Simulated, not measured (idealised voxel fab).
process module | voxel gate over fins
cross-section cut | 270 nm wide | cells 5 nm
A cross-section is a grid of square cells, given in bands from the top down. A band is one or more rows of cells.
Each band's line starts with the height of the band's top and of its bottom, in nm. Then come its materials from left to right, each with its width in nm. One material with "throughout" fills the band from edge to edge. "air" is empty space.
Height 0 is the level under which the wafer as received is all one material. The lowest band goes on downwards, as in "0 down".
A width such as "30 to 40" changes by the same amount from each row of cells to the next, from the band's top row to its bottom row.
"no change" after a step means that no cell of the cross-section changed.
closed voids: empty space of 8 cells or more with no open way to the top, each as width x height at its distance from the left edge, in nm
after a step's settings: what the simulator itself notes on the step
overlay nm, on a step with a mask: how far to the right of its planned place the mask lay; to the left if negative
plan
1 op RECEIVE | material Si
2 op CONFORMAL_DEP | material SiN | thk nm 5
3 op DIRECTIONAL_DEP | material aC | thk nm 10
4 op PATTERN | tone cover | mask id FINS | material resist | width nm 15 | pitch nm 50 | thk nm 30 | overlay nm 0
5 op DIRECTIONAL_ETCH | etch materials aC | depth nm 10
6 op STRIP | etch materials resist
7 op DIRECTIONAL_ETCH | etch materials SiN | depth nm 5
8 op DIRECTIONAL_ETCH | etch materials Si | depth nm 40
9 op STRIP | etch materials aC
10 op FILL_DEP | material SiO2 | thk nm 5
11 op CMP | height nm 5
12 op PATTERN | tone open | mask id RAIL | material resist | width nm 15 | thk nm 20 | overlay nm 0
13 op DIRECTIONAL_ETCH | etch materials SiO2 | depth nm 40
14 op STRIP | etch materials resist
15 op CONFORMAL_DEP | material TiN | thk nm 5
16 op FILL_DEP | material W | thk nm 5
17 op CMP | height nm 5
18 op SELECTIVE_ETCH | etch materials W Ru TiN | depth nm 20
19 op FILL_DEP | material SiO2 | thk nm 5
20 op CMP | height nm 5
21 op SELECTIVE_ETCH | etch materials SiO2 | depth nm 15
22 op STRIP | etch materials SiN
23 op CONFORMAL_DEP | material HfO2 | thk nm 5
24 op CONFORMAL_DEP | material TiN | thk nm 5
25 op FILL_DEP | material W | thk nm 10
26 op CMP | height nm 15
27 op CONFORMAL_DEP | material SiCN | thk nm 5
first wafer, as planned
as received, after step 1
  0 down: Si throughout
  closed voids: none
after step 2
  5 to 0: SiN throughout
  below 0: unchanged
after step 3
  15 to 5: aC throughout
  below 5: unchanged
after step 4
  45 to 15: air 100 | resist 15 | air 35 | resist 15 | air 105
  below 15: unchanged
after step 5
  35 to 15: air 100 | resist 15 | air 35 | resist 15 | air 105
  15 to 5: air 100 | aC 15 | air 35 | aC 15 | air 105
  below 5: unchanged
after step 6
  15 to 5: air 100 | aC 15 | air 35 | aC 15 | air 105
  below 5: unchanged
after step 7
  15 to 5: air 100 | aC 15 | air 35 | aC 15 | air 105
  5 to 0: air 100 | SiN 15 | air 35 | SiN 15 | air 105
  below 0: unchanged
after step 8
  15 to 5: air 100 | aC 15 | air 35 | aC 15 | air 105
  5 to 0: air 100 | SiN 15 | air 35 | SiN 15 | air 105
  0 to -40: air 100 | Si 15 | air 35 | Si 15 | air 105
  below -40: unchanged
after step 9
  5 to 0: air 100 | SiN 15 | air 35 | SiN 15 | air 105
  below 0: unchanged
after step 10
  10 to 5: SiO2 throughout
  5 to 0: SiO2 100 | SiN 15 | SiO2 35 | SiN 15 | SiO2 105
  0 to -40: SiO2 100 | Si 15 | SiO2 35 | Si 15 | SiO2 105
  below -40: unchanged
after step 11
  5 to 0: SiO2 100 | SiN 15 | SiO2 35 | SiN 15 | SiO2 105
  below 0: unchanged
after step 12
  25 to 5: resist 125 | air 15 | resist 130
  below 5: unchanged
after step 13
  25 to 5: resist 125 | air 15 | resist 130
  5 to 0: SiO2 100 | SiN 15 | SiO2 10 | air 15 | SiO2 10 | SiN 15 | SiO2 105
  0 to -35: SiO2 100 | Si 15 | SiO2 10 | air 15 | SiO2 10 | Si 15 | SiO2 105
  below -35: unchanged
after step 14
  5 to 0: SiO2 100 | SiN 15 | SiO2 10 | air 15 | SiO2 10 | SiN 15 | SiO2 105
  below 0: unchanged
after step 15
  10 to 5: TiN 130 | air 5 | TiN 135
  5 to 0: SiO2 100 | SiN 15 | SiO2 10 | TiN 5 | air 5 | TiN 5 | SiO2 10 | SiN 15 | SiO2 105
  0 to -30: SiO2 100 | Si 15 | SiO2 10 | TiN 5 | air 5 | TiN 5 | SiO2 10 | Si 15 | SiO2 105
  -30 to -35: SiO2 100 | Si 15 | SiO2 10 | TiN 15 | SiO2 10 | Si 15 | SiO2 105
  below -35: unchanged
after step 16
  15 to 10: W throughout
  10 to 5: TiN 130 | W 5 | TiN 135
  5 to 0: SiO2 100 | SiN 15 | SiO2 10 | TiN 5 | W 5 | TiN 5 | SiO2 10 | SiN 15 | SiO2 105
  0 to -30: SiO2 100 | Si 15 | SiO2 10 | TiN 5 | W 5 | TiN 5 | SiO2 10 | Si 15 | SiO2 105
  below -30: unchanged
after step 17
  5 to 0: SiO2 100 | SiN 15 | SiO2 10 | TiN 5 | W 5 | TiN 5 | SiO2 10 | SiN 15 | SiO2 105
  below 0: unchanged
after step 18
  5 to 0: SiO2 100 | SiN 15 | SiO2 10 | air 15 | SiO2 10 | SiN 15 | SiO2 105
  0 to -15: SiO2 100 | Si 15 | SiO2 10 | air 15 | SiO2 10 | Si 15 | SiO2 105
  below -15: unchanged
after step 19
  10 to 5: SiO2 throughout
  5 to 0: SiO2 100 | SiN 15 | SiO2 35 | SiN 15 | SiO2 105
  0 to -15: SiO2 100 | Si 15 | SiO2 35 | Si 15 | SiO2 105
  below -15: unchanged
after step 20
  5 to 0: SiO2 100 | SiN 15 | SiO2 35 | SiN 15 | SiO2 105
  below 0: unchanged
after step 21
  5 to 0: air 100 | SiN 15 | air 35 | SiN 15 | air 105
  0 to -10: air 100 | Si 15 | air 35 | Si 15 | air 105
  below -10: unchanged
after step 22
  0 to -10: air 100 | Si 15 | air 35 | Si 15 | air 105
  below -10: unchanged
after step 23
  5 to 0: air 95 | HfO2 25 | air 25 | HfO2 25 | air 100
  0 to -5: air 95 | HfO2 5 | Si 15 | HfO2 5 | air 25 | HfO2 5 | Si 15 | HfO2 5 | air 100
  -5 to -10: HfO2 100 | Si 15 | HfO2 35 | Si 15 | HfO2 105
  below -10: unchanged
after step 24
  10 to 5: air 90 | TiN 35 | air 15 | TiN 35 | air 95
  5 to 0: air 90 | TiN 5 | HfO2 25 | TiN 5 | air 15 | TiN 5 | HfO2 25 | TiN 5 | air 95
  0 to -5: TiN 95 | HfO2 5 | Si 15 | HfO2 5 | TiN 25 | HfO2 5 | Si 15 | HfO2 5 | TiN 100
  below -5: unchanged
after step 25
  20 to 10: W throughout
  10 to 5: W 90 | TiN 35 | W 15 | TiN 35 | W 95
  5 to 0: W 90 | TiN 5 | HfO2 25 | TiN 5 | W 15 | TiN 5 | HfO2 25 | TiN 5 | W 95
  below 0: unchanged
after step 26
  15 to 10: W throughout
  below 10: unchanged
after step 27
  20 to 15: SiCN throughout
  below 15: unchanged
second wafer: like start, like plan, one mistake. Through step 20 it matches the first wafer
when step 21 should have ended
  5 to 0: air 100 | SiN 15 | air 35 | SiN 15 | air 105
  0 to -15: air 100 | Si 15 | air 35 | Si 15 | air 105
  -15 to -25: air 100 | Si 15 | air 10 | TiN 5 | W 5 | TiN 5 | air 10 | Si 15 | air 105
  below -25: unchanged
when step 22 should have ended
  0 to -15: air 100 | Si 15 | air 35 | Si 15 | air 105
  below -15: unchanged
when step 23 should have ended
  5 to 0: air 95 | HfO2 25 | air 25 | HfO2 25 | air 100
  0 to -10: air 95 | HfO2 5 | Si 15 | HfO2 5 | air 25 | HfO2 5 | Si 15 | HfO2 5 | air 100
  -10 to -15: air 95 | HfO2 5 | Si 15 | HfO2 35 | Si 15 | HfO2 5 | air 100
  -15 to -20: air 95 | HfO2 5 | Si 15 | HfO2 10 | TiN 5 | W 5 | TiN 5 | HfO2 10 | Si 15 | HfO2 5 | air 100
  -20 to -25: HfO2 100 | Si 15 | HfO2 10 | TiN 5 | W 5 | TiN 5 | HfO2 10 | Si 15 | HfO2 105
  below -25: unchanged
when step 24 should have ended
  10 to 5: air 90 | TiN 35 | air 15 | TiN 35 | air 95
  5 to 0: air 90 | TiN 5 | HfO2 25 | TiN 5 | air 15 | TiN 5 | HfO2 25 | TiN 5 | air 95
  0 to -5: air 90 | TiN 5 | HfO2 5 | Si 15 | HfO2 5 | TiN 5 | air 15 | TiN 5 | HfO2 5 | Si 15 | HfO2 5 | TiN 5 | air 95
  -5 to -10: air 90 | TiN 5 | HfO2 5 | Si 15 | HfO2 5 | TiN 25 | HfO2 5 | Si 15 | HfO2 5 | TiN 5 | air 95
  -10 to -15: air 90 | TiN 5 | HfO2 5 | Si 15 | HfO2 35 | Si 15 | HfO2 5 | TiN 5 | air 95
  -15 to -20: TiN 95 | HfO2 5 | Si 15 | HfO2 10 | TiN 5 | W 5 | TiN 5 | HfO2 10 | Si 15 | HfO2 5 | TiN 100
  below -20: unchanged
when step 25 should have ended
  20 to 10: W throughout
  10 to 5: W 90 | TiN 35 | W 15 | TiN 35 | W 95
  5 to 0: W 90 | TiN 5 | HfO2 25 | TiN 5 | W 15 | TiN 5 | HfO2 25 | TiN 5 | W 95
  0 to -5: W 90 | TiN 5 | HfO2 5 | Si 15 | HfO2 5 | TiN 5 | W 15 | TiN 5 | HfO2 5 | Si 15 | HfO2 5 | TiN 5 | W 95
  -5 to -10: W 90 | TiN 5 | HfO2 5 | Si 15 | HfO2 5 | TiN 25 | HfO2 5 | Si 15 | HfO2 5 | TiN 5 | W 95
  -10 to -15: W 90 | TiN 5 | HfO2 5 | Si 15 | HfO2 35 | Si 15 | HfO2 5 | TiN 5 | W 95
  below -15: unchanged
when step 26 should have ended
  15 to 10: W throughout
  below 10: unchanged
when step 27 should have ended
  20 to 15: SiCN throughout
  below 15: unchanged
what went wrong: step 21 was run twice
at the end the second wafer has, in cells: 16 more of HfO2 | 138 fewer of SiO2 | 8 more of TiN | 114 more of W
